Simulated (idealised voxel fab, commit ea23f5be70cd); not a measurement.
process module | voxel self aligned contacts
cross-section cut | 250 nm wide | cells 5 nm
A cross-section is a grid of square cells, given in bands from the top down. A band is one or more rows of cells.
Each band's line starts with the height of the band's top and of its bottom, in nm. Then come its materials from left to right, each with its width in nm. One material with "throughout" fills the band from edge to edge. "air" is empty space.
Height 0 is the level under which the wafer as received is all one material. The lowest band goes on downwards, as in "0 down".
A width such as "30 to 40" changes by the same amount from each row of cells to the next, from the band's top row to its bottom row.
"no change" after a step means that no cell of the cross-section changed.
closed voids: empty space of 8 cells or more with no open way to the top, each as width x height at its distance from the left edge, in nm
after a step's settings: what the simulator itself notes on the step
overlay nm, on a step with a mask: how far to the right of its planned place the mask lay; to the left if negative
plan
1 op RECEIVE | material Si
2 op OXIDIZE | depth nm 5
3 op DIRECTIONAL_DEP | material polySi | thk nm 25
4 op DIRECTIONAL_DEP | material SiN | thk nm 20
5 op MASKED_ETCH | tone cover | mask id GATE | width nm 25 | pitch nm 70 | etch materials SiN | depth nm 20 | overlay nm 0
6 op MASKED_ETCH | tone cover | mask id GATE | width nm 25 | pitch nm 70 | etch materials polySi | depth nm 25 | overlay nm 0
7 op CONFORMAL_DEP | material SiN | thk nm 10
8 op DIRECTIONAL_ETCH | etch materials SiN | depth nm 10
9 op FILL_DEP | material SiO2 | thk nm 15
10 op CMP | height nm 50
11 op PATTERN | tone open | mask id CONTACT | material resist | width nm 55 | thk nm 20 | overlay nm 0
12 op DIRECTIONAL_ETCH | etch materials SiO2 | depth nm 55
13 op STRIP | etch materials resist
14 op CONFORMAL_DEP | material TiN | thk nm 5
15 op FILL_DEP | material Ru | thk nm 10
16 op CMP | height nm 50
17 op CONFORMAL_DEP | material SiN | thk nm 5
first wafer, as planned
as received, after step 1
  0 down: Si throughout
  closed voids: none
after step 2
  0 to -5: SiO2 throughout
  below -5: unchanged
after step 3
  25 to 0: polySi throughout
  below 0: unchanged
after step 4
  45 to 25: SiN throughout
  below 25: unchanged
after step 5
  45 to 25: air 75 | SiN 25 | air 45 | SiN 25 | air 80
  below 25: unchanged
after step 6
  45 to 25: air 75 | SiN 25 | air 45 | SiN 25 | air 80
  25 to 0: air 75 | polySi 25 | air 45 | polySi 25 | air 80
  below 0: unchanged
after step 7
  55 to 25: air 65 | SiN 45 | air 25 | SiN 45 | air 70
  25 to 10: air 65 | SiN 10 | polySi 25 | SiN 10 | air 25 | SiN 10 | polySi 25 | SiN 10 | air 70
  10 to 0: SiN 75 | polySi 25 | SiN 45 | polySi 25 | SiN 80
  below 0: unchanged
after step 8
  45 to 25: air 65 | SiN 45 | air 25 | SiN 45 | air 70
  25 to 0: air 65 | SiN 10 | polySi 25 | SiN 10 | air 25 | SiN 10 | polySi 25 | SiN 10 | air 70
  below 0: unchanged
after step 9
  60 to 45: SiO2 throughout
  45 to 25: SiO2 65 | SiN 45 | SiO2 25 | SiN 45 | SiO2 70
  25 to 0: SiO2 65 | SiN 10 | polySi 25 | SiN 10 | SiO2 25 | SiN 10 | polySi 25 | SiN 10 | SiO2 70
  below 0: unchanged
after step 10
  50 to 45: SiO2 throughout
  below 45: unchanged
after step 11
  70 to 50: resist 95 | air 55 | resist 100
  below 50: unchanged
after step 12
  70 to 50: resist 95 | air 55 | resist 100
  50 to 45: SiO2 95 | air 55 | SiO2 100
  45 to 25: SiO2 65 | SiN 45 | air 25 | SiN 45 | SiO2 70
  25 to 0: SiO2 65 | SiN 10 | polySi 25 | SiN 10 | air 25 | SiN 10 | polySi 25 | SiN 10 | SiO2 70
  0 to -5: SiO2 110 | air 25 | SiO2 115
  below -5: unchanged
after step 13
  50 to 45: SiO2 95 | air 55 | SiO2 100
  below 45: unchanged
after step 14
  55 to 50: TiN 100 | air 45 | TiN 105
  50 to 45: SiO2 95 | TiN 20 | air 15 | TiN 20 | SiO2 100
  45 to 25: SiO2 65 | SiN 45 | TiN 5 | air 15 | TiN 5 | SiN 45 | SiO2 70
  25 to 0: SiO2 65 | SiN 10 | polySi 25 | SiN 10 | TiN 5 | air 15 | TiN 5 | SiN 10 | polySi 25 | SiN 10 | SiO2 70
  0 to -5: SiO2 110 | TiN 25 | SiO2 115
  below -5: unchanged
after step 15
  65 to 55: Ru throughout
  55 to 50: TiN 100 | Ru 45 | TiN 105
  50 to 45: SiO2 95 | TiN 20 | Ru 15 | TiN 20 | SiO2 100
  45 to 25: SiO2 65 | SiN 45 | TiN 5 | Ru 15 | TiN 5 | SiN 45 | SiO2 70
  25 to 0: SiO2 65 | SiN 10 | polySi 25 | SiN 10 | TiN 5 | Ru 15 | TiN 5 | SiN 10 | polySi 25 | SiN 10 | SiO2 70
  below 0: unchanged
after step 16
  50 to 45: SiO2 95 | TiN 20 | Ru 15 | TiN 20 | SiO2 100
  below 45: unchanged
after step 17
  55 to 50: SiN throughout
  below 50: unchanged
second wafer: like start, like plan, one mistake. Through step 2 it matches the first wafer
when step 3 should have ended
  25 to 0: SiN throughout
  below 0: unchanged
when step 4 should have ended
  45 to 0: SiN throughout
  below 0: unchanged
when step 5 should have ended
  45 to 25: air 75 | SiN 25 | air 45 | SiN 25 | air 80
  below 25: unchanged
when step 6 should have ended: no change
when step 7 should have ended
  55 to 35: air 65 | SiN 45 | air 25 | SiN 45 | air 70
  35 to 0: SiN throughout
  below 0: unchanged
when step 8 should have ended
  45 to 25: air 65 | SiN 45 | air 25 | SiN 45 | air 70
  below 25: unchanged
when step 9 should have ended
  60 to 45: SiO2 throughout
  45 to 25: SiO2 65 | SiN 45 | SiO2 25 | SiN 45 | SiO2 70
  below 25: unchanged
when step 10 should have ended
  50 to 45: SiO2 throughout
  below 45: unchanged
when step 11 should have ended
  70 to 50: resist 95 | air 55 | resist 100
  below 50: unchanged
when step 12 should have ended
  70 to 50: resist 95 | air 55 | resist 100
  50 to 45: SiO2 95 | air 55 | SiO2 100
  45 to 25: SiO2 65 | SiN 45 | air 25 | SiN 45 | SiO2 70
  below 25: unchanged
when step 13 should have ended
  50 to 45: SiO2 95 | air 55 | SiO2 100
  below 45: unchanged
when step 14 should have ended
  55 to 50: TiN 100 | air 45 | TiN 105
  50 to 45: SiO2 95 | TiN 20 | air 15 | TiN 20 | SiO2 100
  45 to 30: SiO2 65 | SiN 45 | TiN 5 | air 15 | TiN 5 | SiN 45 | SiO2 70
  30 to 25: SiO2 65 | SiN 45 | TiN 25 | SiN 45 | SiO2 70
  below 25: unchanged
when step 15 should have ended
  65 to 55: Ru throughout
  55 to 50: TiN 100 | Ru 45 | TiN 105
  50 to 45: SiO2 95 | TiN 20 | Ru 15 | TiN 20 | SiO2 100
  45 to 30: SiO2 65 | SiN 45 | TiN 5 | Ru 15 | TiN 5 | SiN 45 | SiO2 70
  below 30: unchanged
when step 16 should have ended
  50 to 45: SiO2 95 | TiN 20 | Ru 15 | TiN 20 | SiO2 100
  below 45: unchanged
when step 17 should have ended
  55 to 50: SiN throughout
  below 50: unchanged
what went wrong: step 3 ran as: op DIRECTIONAL_DEP | material SiN | thk nm 25
at the end the second wafer has, in cells: 18 fewer of Ru | 210 more of SiN | 130 fewer of SiO2 | 12 fewer of TiN | 50 fewer of polySi
